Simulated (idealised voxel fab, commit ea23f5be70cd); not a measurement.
A process module follows: voxel self aligned vias.
For reference, the cross-section in this document is cut, with width 300 nm and square cells of 5 nm.
When this document writes out a cross-section, it uses a grid of square cells and lists it as bands, beginning at the top and moving down, with a band standing for one or more rows of cells.
What a band's entry tells you: where the top is and where the bottom is, as heights in nm, and after that what lies inside, material by material from left to right, each with its width in nm. Empty space is written as the word "air", and a single material marked with the word "everywhere" occupies the band from edge to edge.
For the purposes of this specification, 0 denotes the height below which the wafer in its as-received condition is composed wholly of one material, and the lowermost band, lacking a lower limit, extends downward without end, as expressed in "z 0 and below".
Note: "30..40" means the width goes from the first number (top row of the band) to the second number (bottom row) in equal steps per row of cells.
No cell of the cross-section changed in a step that is given as "no modification".
You'll see "Enclosed cavities" listing empty spaces that have no way open to the top, as long as they're 8 cells or more; the notation is width x height at distance, where the distance is from the left edge, and all of it is in nm.
If you see something after the settings on a step's line, that's the simulator's own remark about that step.
"overlay nm", when on a step's line for a step with a mask, measures how far to the right of its planned place the mask lay; a negative measure means to the left.
PLANNED STEP LIST FOR THE PROCESS
1 RECEIVE: material Si
2 CONFORMAL_DEP: material SiO2, thk nm 15
3 CONFORMAL_DEP: material SiCN, thk nm 5
4 DIRECTIONAL_DEP: material SiO2, thk nm 30
5 MASKED_ETCH: tone open, mask id LINES, width nm 30, pitch nm 55, etch materials SiO2, depth nm 30, overlay nm 0
6 CONFORMAL_DEP: material TiN, thk nm 5
7 FILL_DEP: material Ru, thk nm 10
8 CMP: height nm 50
9 SELECTIVE_ETCH: etch materials W Ru TiN, depth nm 10
10 FILL_DEP: material SiN, thk nm 5
11 CMP: height nm 50
12 DIRECTIONAL_DEP: material SiO2, thk nm 15
13 PATTERN: tone open, mask id VIAS, material resist, width nm 40, pitch nm 110, thk nm 20, overlay nm 0
14 DIRECTIONAL_ETCH: etch materials SiO2, depth nm 15
15 DIRECTIONAL_ETCH: etch materials SiN, depth nm 10
16 STRIP: etch materials resist
17 CONFORMAL_DEP: material TiN, thk nm 5
18 FILL_DEP: material Cu, thk nm 5
19 CMP: height nm 65
20 CONFORMAL_DEP: material SiN, thk nm 5
THE FIRST OF TWO WAFERS, RUN AS PLANNED
SO THIS IS THE INCOMING WAFER IN CROSS-SECTION - IT'S ALREADY BEEN THROUGH STEP 1
    z 0 and below: Si everywhere
    Enclosed cavities: none
STATE OF THE WAFER AFTER STEP 2, SHOWN IN CROSS-SECTION
    z 15 to 0: SiO2 everywhere
    Under the height 0 nothing was changed.
STATE OF THE WAFER AFTER STEP 3, SHOWN IN CROSS-SECTION
    z 20 to 15: SiCN everywhere
    Under the height 15 nothing was changed.
STATE OF THE WAFER AFTER STEP 4, SHOWN IN CROSS-SECTION
    z 50 to 20: SiO2 everywhere
    Under the height 20 nothing was changed.
STATE OF THE WAFER AFTER STEP 5, SHOWN IN CROSS-SECTION
    z 50 to 20: 80 of SiO2, then 30 of air, then 25 of SiO2, then 30 of air, then 25 of SiO2, then 30 of air, then 80 of SiO2
    Under the height 20 nothing was changed.
STATE OF THE WAFER AFTER STEP 6, SHOWN IN CROSS-SECTION
    z 55 to 50: 85 of TiN, then 20 of air, then 35 of TiN, then 20 of air, then 35 of TiN, then 20 of air, then 85 of TiN
    z 50 to 25: 80 of SiO2, then 5 of TiN, then 20 of air, then 5 of TiN, then 25 of SiO2, then 5 of TiN, then 20 of air, then 5 of TiN, then 25 of SiO2, then 5 of TiN, then 20 of air, then 5 of TiN, then 80 of SiO2
    z 25 to 20: 80 of SiO2, then 30 of TiN, then 25 of SiO2, then 30 of TiN, then 25 of SiO2, then 30 of TiN, then 80 of SiO2
    Under the height 20 nothing was changed.
STATE OF THE WAFER AFTER STEP 7, SHOWN IN CROSS-SECTION
    z 65 to 55: Ru everywhere
    z 55 to 50: 85 of TiN, then 20 of Ru, then 35 of TiN, then 20 of Ru, then 35 of TiN, then 20 of Ru, then 85 of TiN
    z 50 to 25: 80 of SiO2, then 5 of TiN, then 20 of Ru, then 5 of TiN, then 25 of SiO2, then 5 of TiN, then 20 of Ru, then 5 of TiN, then 25 of SiO2, then 5 of TiN, then 20 of Ru, then 5 of TiN, then 80 of SiO2
    Under the height 25 nothing was changed.
STATE OF THE WAFER AFTER STEP 8, SHOWN IN CROSS-SECTION
    z 50 to 25: 80 of SiO2, then 5 of TiN, then 20 of Ru, then 5 of TiN, then 25 of SiO2, then 5 of TiN, then 20 of Ru, then 5 of TiN, then 25 of SiO2, then 5 of TiN, then 20 of Ru, then 5 of TiN, then 80 of SiO2
    Under the height 25 nothing was changed.
STATE OF THE WAFER AFTER STEP 9, SHOWN IN CROSS-SECTION
    z 50 to 40: 80 of SiO2, then 30 of air, then 25 of SiO2, then 30 of air, then 25 of SiO2, then 30 of air, then 80 of SiO2
    Under the height 40 nothing was changed.
STATE OF THE WAFER AFTER STEP 10, SHOWN IN CROSS-SECTION
    z 55 to 50: SiN everywhere
    z 50 to 40: 80 of SiO2, then 30 of SiN, then 25 of SiO2, then 30 of SiN, then 25 of SiO2, then 30 of SiN, then 80 of SiO2
    Under the height 40 nothing was changed.
STATE OF THE WAFER AFTER STEP 11, SHOWN IN CROSS-SECTION
    z 50 to 40: 80 of SiO2, then 30 of SiN, then 25 of SiO2, then 30 of SiN, then 25 of SiO2, then 30 of SiN, then 80 of SiO2
    Under the height 40 nothing was changed.
STATE OF THE WAFER AFTER STEP 12, SHOWN IN CROSS-SECTION
    z 65 to 50: SiO2 everywhere
    Under the height 50 nothing was changed.
STATE OF THE WAFER AFTER STEP 13, SHOWN IN CROSS-SECTION
    z 85 to 65: 75 of resist, then 40 of air, then 70 of resist, then 40 of air, then 75 of resist
    Under the height 65 nothing was changed.
STATE OF THE WAFER AFTER STEP 14, SHOWN IN CROSS-SECTION
    z 85 to 65: 75 of resist, then 40 of air, then 70 of resist, then 40 of air, then 75 of resist
    z 65 to 50: 75 of SiO2, then 40 of air, then 70 of SiO2, then 40 of air, then 75 of SiO2
    Under the height 50 nothing was changed.
STATE OF THE WAFER AFTER STEP 15, SHOWN IN CROSS-SECTION
    z 85 to 65: 75 of resist, then 40 of air, then 70 of resist, then 40 of air, then 75 of resist
    z 65 to 50: 75 of SiO2, then 40 of air, then 70 of SiO2, then 40 of air, then 75 of SiO2
    z 50 to 40: 80 of SiO2, then 30 of air, then 25 of SiO2, then 30 of SiN, then 25 of SiO2, then 30 of air, then 80 of SiO2
    Under the height 40 nothing was changed.
STATE OF THE WAFER AFTER STEP 16, SHOWN IN CROSS-SECTION
    z 65 to 50: 75 of SiO2, then 40 of air, then 70 of SiO2, then 40 of air, then 75 of SiO2
    Under the height 50 nothing was changed.
STATE OF THE WAFER AFTER STEP 17, SHOWN IN CROSS-SECTION
    z 70 to 65: 80 of TiN, then 30 of air, then 80 of TiN, then 30 of air, then 80 of TiN
    z 65 to 55: 75 of SiO2, then 5 of TiN, then 30 of air, then 5 of TiN, then 70 of SiO2, then 5 of TiN, then 30 of air, then 5 of TiN, then 75 of SiO2
    z 55 to 50: 75 of SiO2, then 10 of TiN, then 20 of air, then 10 of TiN, then 70 of SiO2, then 10 of TiN, then 20 of air, then 10 of TiN, then 75 of SiO2
    z 50 to 45: 80 of SiO2, then 5 of TiN, then 20 of air, then 5 of TiN, then 25 of SiO2, then 30 of SiN, then 25 of SiO2, then 5 of TiN, then 20 of air, then 5 of TiN, then 80 of SiO2
    z 45 to 40: 80 of SiO2, then 30 of TiN, then 25 of SiO2, then 30 of SiN, then 25 of SiO2, then 30 of TiN, then 80 of SiO2
    Under the height 40 nothing was changed.
STATE OF THE WAFER AFTER STEP 18, SHOWN IN CROSS-SECTION
    z 75 to 70: Cu everywhere
    z 70 to 65: 80 of TiN, then 30 of Cu, then 80 of TiN, then 30 of Cu, then 80 of TiN
    z 65 to 55: 75 of SiO2, then 5 of TiN, then 30 of Cu, then 5 of TiN, then 70 of SiO2, then 5 of TiN, then 30 of Cu, then 5 of TiN, then 75 of SiO2
    z 55 to 50: 75 of SiO2, then 10 of TiN, then 20 of Cu, then 10 of TiN, then 70 of SiO2, then 10 of TiN, then 20 of Cu, then 10 of TiN, then 75 of SiO2
    z 50 to 45: 80 of SiO2, then 5 of TiN, then 20 of Cu, then 5 of TiN, then 25 of SiO2, then 30 of SiN, then 25 of SiO2, then 5 of TiN, then 20 of Cu, then 5 of TiN, then 80 of SiO2
    Under the height 45 nothing was changed.
STATE OF THE WAFER AFTER STEP 19, SHOWN IN CROSS-SECTION
    z 65 to 55: 75 of SiO2, then 5 of TiN, then 30 of Cu, then 5 of TiN, then 70 of SiO2, then 5 of TiN, then 30 of Cu, then 5 of TiN, then 75 of SiO2
    Under the height 55 nothing was changed.
STATE OF THE WAFER AFTER STEP 20, SHOWN IN CROSS-SECTION
    z 70 to 65: SiN everywhere
    Under the height 65 nothing was changed.
THE SECOND WAFER: IDENTICAL TO THE FIRST AT THE OUTSET AND IN ITS PLANNED SEQUENCE, DIFFERING ONLY IN THAT ONE MISTAKE WAS MADE DURING PROCESSING; UP TO AND INCLUDING STEP 12, ITS PATH IS THE FIRST WAFER'S PATH
SECOND WAFER, SECTION VIEW, TIME POINT: SCHEDULED END OF STEP 13
    z 85 to 65: 70 of resist, then 40 of air, then 70 of resist, then 40 of air, then 80 of resist
    Under the height 65 nothing was changed.
SECOND WAFER, SECTION VIEW, TIME POINT: SCHEDULED END OF STEP 14
    z 85 to 65: 70 of resist, then 40 of air, then 70 of resist, then 40 of air, then 80 of resist
    z 65 to 50: 70 of SiO2, then 40 of air, then 70 of SiO2, then 40 of air, then 80 of SiO2
    Under the height 50 nothing was changed.
SECOND WAFER, SECTION VIEW, TIME POINT: SCHEDULED END OF STEP 15
    z 85 to 65: 70 of resist, then 40 of air, then 70 of resist, then 40 of air, then 80 of resist
    z 65 to 50: 70 of SiO2, then 40 of air, then 70 of SiO2, then 40 of air, then 80 of SiO2
    z 50 to 40: 80 of SiO2, then 30 of air, then 25 of SiO2, then 30 of SiN, then 25 of SiO2, then 30 of air, then 80 of SiO2
    Under the height 40 nothing was changed.
SECOND WAFER, SECTION VIEW, TIME POINT: SCHEDULED END OF STEP 16
    z 65 to 50: 70 of SiO2, then 40 of air, then 70 of SiO2, then 40 of air, then 80 of SiO2
    Under the height 50 nothing was changed.
SECOND WAFER, SECTION VIEW, TIME POINT: SCHEDULED END OF STEP 17
    z 70 to 65: 75 of TiN, then 30 of air, then 80 of TiN, then 30 of air, then 85 of TiN
    z 65 to 55: 70 of SiO2, then 5 of TiN, then 30 of air, then 5 of TiN, then 70 of SiO2, then 5 of TiN, then 30 of air, then 5 of TiN, then 80 of SiO2
    z 55 to 50: 70 of SiO2, then 15 of TiN, then 20 of air, then 5 of TiN, then 70 of SiO2, then 15 of TiN, then 20 of air, then 5 of TiN, then 80 of SiO2
    z 50 to 45: 80 of SiO2, then 5 of TiN, then 20 of air, then 5 of TiN, then 25 of SiO2, then 30 of SiN, then 25 of SiO2, then 5 of TiN, then 20 of air, then 5 of TiN, then 80 of SiO2
    z 45 to 40: 80 of SiO2, then 30 of TiN, then 25 of SiO2, then 30 of SiN, then 25 of SiO2, then 30 of TiN, then 80 of SiO2
    Under the height 40 nothing was changed.
SECOND WAFER, SECTION VIEW, TIME POINT: SCHEDULED END OF STEP 18
    z 75 to 70: Cu everywhere
    z 70 to 65: 75 of TiN, then 30 of Cu, then 80 of TiN, then 30 of Cu, then 85 of TiN
    z 65 to 55: 70 of SiO2, then 5 of TiN, then 30 of Cu, then 5 of TiN, then 70 of SiO2, then 5 of TiN, then 30 of Cu, then 5 of TiN, then 80 of SiO2
    z 55 to 50: 70 of SiO2, then 15 of TiN, then 20 of Cu, then 5 of TiN, then 70 of SiO2, then 15 of TiN, then 20 of Cu, then 5 of TiN, then 80 of SiO2
    z 50 to 45: 80 of SiO2, then 5 of TiN, then 20 of Cu, then 5 of TiN, then 25 of SiO2, then 30 of SiN, then 25 of SiO2, then 5 of TiN, then 20 of Cu, then 5 of TiN, then 80 of SiO2
    Under the height 45 nothing was changed.
SECOND WAFER, SECTION VIEW, TIME POINT: SCHEDULED END OF STEP 19
    z 65 to 55: 70 of SiO2, then 5 of TiN, then 30 of Cu, then 5 of TiN, then 70 of SiO2, then 5 of TiN, then 30 of Cu, then 5 of TiN, then 80 of SiO2
    Under the height 55 nothing was changed.
SECOND WAFER, SECTION VIEW, TIME POINT: SCHEDULED END OF STEP 20
    z 70 to 65: SiN everywhere
    Under the height 65 nothing was changed.
Plan not followed: off-plan run, step 13, actual operation and settings PATTERN: tone open, mask id VIAS, material resist, width nm 40, pitch nm 110, thk nm 20, overlay nm -5
Heads up: at the end the two wafers have identical cell counts per material, they're just laid out differently.
